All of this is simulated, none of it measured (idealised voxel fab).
process module | voxel transistor to metal
cross-section cut | 190 nm wide | cells 5 nm
A cross-section is a grid of square cells, given in bands from the top down. A band is one or more rows of cells.
Each band's line starts with the height of the band's top and of its bottom, in nm. Then come its materials from left to right, each with its width in nm. One material with "throughout" fills the band from edge to edge. "air" is empty space.
Height 0 is the level under which the wafer as received is all one material. The lowest band goes on downwards, as in "0 down".
A width such as "30 to 40" changes by the same amount from each row of cells to the next, from the band's top row to its bottom row.
"no change" after a step means that no cell of the cross-section changed.
closed voids: empty space of 8 cells or more with no open way to the top, each as width x height at its distance from the left edge, in nm
after a step's settings: what the simulator itself notes on the step
overlay nm, on a step with a mask: how far to the right of its planned place the mask lay; to the left if negative
plan
1 op RECEIVE | material Si
2 op CONFORMAL_DEP | material SiO2 | thk nm 5
3 op CONFORMAL_DEP | material SiN | thk nm 10
4 op DIRECTIONAL_DEP | material aC | thk nm 10
5 op PATTERN | tone cover | mask id ACTIVE | material resist | width nm 85 | thk nm 30 | overlay nm 0
6 op DIRECTIONAL_ETCH | etch materials aC | depth nm 10
7 op STRIP | etch materials resist
8 op DIRECTIONAL_ETCH | etch materials SiN | depth nm 10
9 op DIRECTIONAL_ETCH | etch materials SiO2 | depth nm 5
10 op DIRECTIONAL_ETCH | etch materials Si | depth nm 30
11 op STRIP | etch materials aC
12 op FILL_DEP | material SiO2 | thk nm 10
13 op CMP | height nm 15
14 op SELECTIVE_ETCH | etch materials SiO2 | depth nm 5
15 op STRIP | etch materials SiN
16 op SELECTIVE_ETCH | etch materials SiO2 | depth nm 5
17 op OXIDIZE | depth nm 5
18 op DIRECTIONAL_DEP | material polySi | thk nm 25
19 op DIRECTIONAL_DEP | material SiCN | thk nm 15
20 op MASKED_ETCH | tone cover | mask id GATE | width nm 15 | etch materials SiCN | depth nm 25 | overlay nm 0
21 op MASKED_ETCH | tone cover | mask id GATE | width nm 15 | etch materials polySi | depth nm 35 | overlay nm 0
22 op CONFORMAL_DEP | material SiN | thk nm 5
23 op DIRECTIONAL_ETCH | etch materials SiN | depth nm 5
24 op DIRECTIONAL_ETCH | etch materials SiO2 | depth nm 5
25 op EPI | material nSi | thk nm 5
26 op FILL_DEP | material SiO2 | thk nm 10
27 op CMP | height nm 40
28 op DIRECTIONAL_DEP | material SiO2 | thk nm 10
29 op DIRECTIONAL_DEP | material aC | thk nm 10
30 op PATTERN | tone open | mask id CONTACT | material resist | width nm 25 | pitch nm 50 | thk nm 30 | overlay nm 0
31 op DIRECTIONAL_ETCH | etch materials aC | depth nm 10
32 op STRIP | etch materials resist
33 op DIRECTIONAL_ETCH | etch materials SiO2 | depth nm 50
34 op STRIP | etch materials aC
35 op CONFORMAL_DEP | material TiN | thk nm 5
36 op FILL_DEP | material W | thk nm 5
37 op CMP | height nm 50
38 op CONFORMAL_DEP | material SiN | thk nm 5
39 op DIRECTIONAL_DEP | material lowk | thk nm 25
40 op PATTERN | tone open | mask id METAL_1 | material resist | width nm 15 | pitch nm 60 | thk nm 20 | overlay nm 0
41 op DIRECTIONAL_ETCH | etch materials lowk | depth nm 25
42 op DIRECTIONAL_ETCH | etch materials SiN | depth nm 5
43 op STRIP | etch materials resist
44 op CONFORMAL_DEP | material TiN | thk nm 5
45 op FILL_DEP | material Ru | thk nm 5
46 op CMP | height nm 80
47 op CONFORMAL_DEP | material SiCN | thk nm 5
as received, after step 1
  0 down: Si throughout
  closed voids: none
a wafer at the end: this start, this plan, one mistake
  85 to 80: SiCN throughout
  80 to 55: lowk 55 | TiN 5 | Ru 5 | TiN 5 | lowk 45 | TiN 5 | Ru 5 | TiN 5 | lowk 60
  55 to 50: SiN 55 | TiN 15 | SiN 45 | TiN 15 | SiN 60
  50 to 40: SiO2 65 | TiN 5 | W 15 to 5 | TiN 5 to 15 | SiO2 25 | TiN 5 | W 15 | TiN 5 | SiO2 50
  40 to 25: SiO2 65 | TiN 5 | W 5 | TiN 5 | SiN 5 | SiCN 15 | SiN 5 | SiO2 10 | TiN 5 | W 15 | TiN 5 | SiO2 50
  25 to 10: SiO2 65 | TiN 5 | W 5 | TiN 5 | SiN 5 | polySi 15 | SiN 5 | SiO2 10 | TiN 5 | W 15 | TiN 5 | SiO2 50
  10 to 5: SiO2 65 | TiN 5 | W 5 | TiN 5 | SiN 5 | polySi 15 | SiN 5 | SiO2 10 | TiN 5 | W 10 | TiN 10 | SiO2 50
  5 to 0: SiO2 45 | SiN 5 | SiO2 15 | TiN 15 | SiN 5 | polySi 15 | SiN 5 | SiO2 10 | TiN 20 | SiN 5 | SiO2 50
  0 to -5: SiO2 50 | nSi 30 | SiO2 25 | nSi 30 | SiO2 55
  -5 to -30: SiO2 50 | Si 85 | SiO2 55
  -30 down: Si throughout
  closed voids: none
what went wrong: step 30 ran as: op PATTERN | tone open | mask id CONTACT | material resist | width nm 25 | pitch nm 50 | thk nm 30 | overlay nm 10
